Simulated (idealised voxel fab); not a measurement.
Process module, titled voxel transistor to metal
Cross-sectional view cut (width: 270 nm; square cell size: 5 nm).
Square cells in a grid make up a cross-section in this document, and the grid is given as bands, listed from the top down, each one or more rows of cells. Each band's line starts with the height of the band's top and of its bottom, in nm. Then come its materials from left to right, each with its width in nm. One material with "full width" fills the band from edge to edge. "blank" is empty space. Heights from 0 (as-received wafer is one material below). Bottom band endless downward, as "top 0, no bottom". Width "30->40": first value at the band's top row of cells, second value at its bottom row, equal change from row to row. "no modification" for a step: no cell of the cross-section changed in that step. "Internal closed voids": sealed empty spaces, 8 cells or more, no open way to top, listed width x height at distance, with distance from the left edge and width, height and distance in nm. Post-settings text on a step line: simulator's own remark regarding the step. overlay nm: mask offset rightward from planned place, masked step; negative means leftward offset.

The steps planned for the process are as follows:
1,RECEIVE,material Si
2,CONFORMAL_DEP,material SiO2,thk nm 5
3,CONFORMAL_DEP,material SiN,thk nm 10
4,PATTERN,tone cover,mask id ACTIVE,material resist,width nm 95,pitch nm 125,thk nm 15,overlay nm 0
5,DIRECTIONAL_ETCH,etch materials SiN,depth nm 10
6,DIRECTIONAL_ETCH,etch materials SiO2,depth nm 5
7,DIRECTIONAL_ETCH,etch materials Si,depth nm 20
8,STRIP,etch materials resist
9,FILL_DEP,material SiO2,thk nm 15
10,CMP,height nm 15
11,SELECTIVE_ETCH,etch materials SiO2,depth nm 5
12,STRIP,etch materials SiN
13,SELECTIVE_ETCH,etch materials SiO2,depth nm 5
14,OXIDIZE,depth nm 5
15,DIRECTIONAL_DEP,material polySi,thk nm 25
16,DIRECTIONAL_DEP,material SiCN,thk nm 15
17,PATTERN,tone cover,mask id GATE,material resist,width nm 25,pitch nm 125,thk nm 20,overlay nm 0
18,DIRECTIONAL_ETCH,etch materials SiCN,depth nm 25
19,DIRECTIONAL_ETCH,etch materials polySi,depth nm 35
20,STRIP,etch materials resist
21,CONFORMAL_DEP,material SiO2,thk nm 5
22,DIRECTIONAL_ETCH,etch materials SiO2,depth nm 5
23,CONFORMAL_DEP,material SiN,thk nm 5
24,DIRECTIONAL_ETCH,etch materials SiN,depth nm 5
25,DIRECTIONAL_ETCH,etch materials SiO2,depth nm 5
26,DIRECTIONAL_ETCH,etch materials Si,depth nm 10
27,EPI,material nSi,thk nm 10
28,FILL_DEP,material SiO2,thk nm 10
29,CMP,height nm 40
30,DIRECTIONAL_DEP,material SiO2,thk nm 15
31,DIRECTIONAL_DEP,material aC,thk nm 10
32,PATTERN,tone open,mask id CONTACT,material resist,width nm 15,thk nm 30,overlay nm 0
33,DIRECTIONAL_ETCH,etch materials aC,depth nm 10
34,STRIP,etch materials resist
35,DIRECTIONAL_ETCH,etch materials SiO2,depth nm 50
36,STRIP,etch materials aC
37,CONFORMAL_DEP,material TiN,thk nm 5
38,FILL_DEP,material W,thk nm 10
39,CMP,height nm 55
40,CONFORMAL_DEP,material SiCN,thk nm 5
41,DIRECTIONAL_DEP,material SiO2,thk nm 20
42,DIRECTIONAL_DEP,material aC,thk nm 15
43,PATTERN,tone open,mask id METAL_1,material resist,width nm 15,thk nm 30,overlay nm 0
44,DIRECTIONAL_ETCH,etch materials aC,depth nm 15
45,STRIP,etch materials resist
46,DIRECTIONAL_ETCH,etch materials SiO2,depth nm 20
47,DIRECTIONAL_ETCH,etch materials SiCN,depth nm 5
48,STRIP,etch materials aC
49,CONFORMAL_DEP,material TiN,thk nm 5
50,FILL_DEP,material Cu,thk nm 5
51,CMP,height nm 80
52,EPI,material Ru,thk nm 5
53,FILL_DEP,material SiCN,thk nm 5

As received (post step 1): cross-section:
> top 0, no bottom: Si full width
> Internal closed voids: none

Below is the wafer in cross-section after the module was completed. It began from the starting point shown above and followed the plan shown above, except that one mistake was made while running it:
> top 90, bottom 85: SiCN full width
> top 85, bottom 80: SiCN=20, then Ru=35, then SiCN=35, then Ru=35, then SiCN=20, then Ru=35, then SiCN=35, then Ru=35, then SiCN=20
> top 80, bottom 60: SiO2=25, then TiN=5, then Cu=15, then TiN=5, then SiO2=45, then TiN=5, then Cu=15, then TiN=5, then SiO2=30, then TiN=5, then Cu=15, then TiN=5, then SiO2=45, then TiN=5, then Cu=15, then TiN=5, then SiO2=25
> top 60, bottom 55: SiCN=25, then TiN=25, then SiCN=45, then TiN=25, then SiCN=30, then TiN=25, then SiCN=45, then TiN=25, then SiCN=25
> top 55, bottom 40: SiO2=30, then TiN=5, then W=5, then TiN=5, then SiO2=55, then TiN=5, then W=5, then TiN=5, then SiO2=40, then TiN=5, then W=5, then TiN=5, then SiO2=55, then TiN=5, then W=5, then TiN=5, then SiO2=30
> top 40, bottom 25: SiO2=30, then TiN=5, then W=5, then TiN=5, then SiO2=5, then SiN=5, then SiO2=5, then SiCN=25, then SiO2=5, then SiN=5, then SiO2=5, then TiN=5, then W=5, then TiN=5, then SiO2=40, then TiN=5, then W=5, then TiN=5, then SiO2=5, then SiN=5, then SiO2=5, then SiCN=25, then SiO2=5, then SiN=5, then SiO2=5, then TiN=5, then W=5, then TiN=5, then SiO2=30
> top 25, bottom 10: SiO2=30, then TiN=5, then W=5, then TiN=5, then SiO2=5, then SiN=5, then SiO2=5, then polySi=25, then SiO2=5, then SiN=5, then SiO2=5, then TiN=5, then W=5, then TiN=5, then SiO2=40, then TiN=5, then W=5, then TiN=5, then SiO2=5, then SiN=5, then SiO2=5, then polySi=25, then SiO2=5, then SiN=5, then SiO2=5, then TiN=5, then W=5, then TiN=5, then SiO2=30
> top 10, bottom 5: SiO2=30, then TiN=15, then SiO2=5, then SiN=5, then SiO2=5, then polySi=25, then SiO2=5, then SiN=5, then SiO2=5, then TiN=15, then SiO2=40, then TiN=15, then SiO2=5, then SiN=5, then SiO2=5, then polySi=25, then SiO2=5, then SiN=5, then SiO2=5, then TiN=15, then SiO2=30
> top 5, bottom 0: SiO2=25, then SiN=5, then nSi=20, then SiN=5, then SiO2=5, then polySi=25, then SiO2=5, then SiN=5, then nSi=20, then SiN=5, then SiO2=30, then SiN=5, then nSi=20, then SiN=5, then SiO2=5, then polySi=25, then SiO2=5, then SiN=5, then nSi=20, then SiN=5, then SiO2=25
> top 0, bottom -5: SiO2=30, then nSi=20, then SiO2=45, then nSi=20, then SiO2=40, then nSi=20, then SiO2=45, then nSi=20, then SiO2=30
> top -5, bottom -15: SiO2=25, then Si=5, then nSi=20, then Si=45, then nSi=20, then Si=5, then SiO2=30, then Si=5, then nSi=20, then Si=45, then nSi=20, then Si=5, then SiO2=25
> top -15, bottom -20: SiO2=25, then Si=95, then SiO2=30, then Si=95, then SiO2=25
> top -20, no bottom: Si full width
> Internal closed voids: none
Heads up, the wafer didn't run the way we planned it: step 43 went in with a setting other than planned; the actual run was PATTERN,tone open,mask id METAL_1,material resist,width nm 25,thk nm 30,overlay nm 0
